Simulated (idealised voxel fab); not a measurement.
process module | voxel quadruple lines
cross-section cut | 245 nm wide | cells 5 nm
A cross-section is a grid of square cells, given in bands from the top down. A band is one or more rows of cells.
Each band's line starts with the height of the band's top and of its bottom, in nm. Then come its materials from left to right, each with its width in nm. One material with "throughout" fills the band from edge to edge. "air" is empty space.
Height 0 is the level under which the wafer as received is all one material. The lowest band goes on downwards, as in "0 down".
A width such as "30 to 40" changes by the same amount from each row of cells to the next, from the band's top row to its bottom row.
"no change" after a step means that no cell of the cross-section changed.
closed voids: empty space of 8 cells or more with no open way to the top, each as width x height at its distance from the left edge, in nm
after a step's settings: what the simulator itself notes on the step
overlay nm, on a step with a mask: how far to the right of its planned place the mask lay; to the left if negative
plan
1 op RECEIVE | material Si
2 op CONFORMAL_DEP | material Al2O3 | thk nm 5
3 op DIRECTIONAL_DEP | material TiN | thk nm 10
4 op DIRECTIONAL_DEP | material polySi | thk nm 20
5 op DIRECTIONAL_DEP | material aC | thk nm 20
6 op PATTERN | tone cover | mask id MANDREL | material resist | width nm 20 | pitch nm 60 | thk nm 25 | overlay nm 0
7 op DIRECTIONAL_ETCH | etch materials aC | depth nm 20
8 op STRIP | etch materials resist
9 op CONFORMAL_DEP | material SiO2 | thk nm 10
10 op DIRECTIONAL_ETCH | etch materials SiO2 | depth nm 10
11 op STRIP | etch materials aC
12 op DIRECTIONAL_ETCH | etch materials polySi | depth nm 20
13 op STRIP | etch materials SiO2
14 op CONFORMAL_DEP | material SiCN | thk nm 5
15 op DIRECTIONAL_ETCH | etch materials SiCN | depth nm 5
16 op STRIP | etch materials polySi
17 op DIRECTIONAL_ETCH | etch materials TiN | depth nm 10
18 op STRIP | etch materials SiCN
19 op FILL_DEP | material SiO2 | thk nm 5
20 op CMP | height nm 15
as received, after step 1
  0 down: Si throughout
  closed voids: none
first wafer at the end, as planned
  15 to 5: SiO2 65 | TiN 5 | SiO2 10 | TiN 5 | SiO2 10 | TiN 5 | SiO2 10 | TiN 5 | SiO2 10 | TiN 5 | SiO2 10 | TiN 5 | SiO2 10 | TiN 5 | SiO2 10 | TiN 5 | SiO2 70
  5 to 0: Al2O3 throughout
  0 down: Si throughout
  closed voids: none
second wafer at the end: like start, like plan, one mistake
  15 to 5: SiO2 65 | TiN 5 | SiO2 10 | TiN 5 | SiO2 10 | TiN 5 | SiO2 10 | TiN 5 | SiO2 10 | TiN 5 | SiO2 10 | TiN 5 | SiO2 10 | TiN 5 | SiO2 10 | TiN 5 | SiO2 70
  5 to 0: SiO2 throughout
  0 down: Si throughout
  closed voids: none
what went wrong: step 2 ran as: op CONFORMAL_DEP | material SiO2 | thk nm 5
at the end the second wafer has, in cells: 49 fewer of Al2O3 | 49 more of SiO2
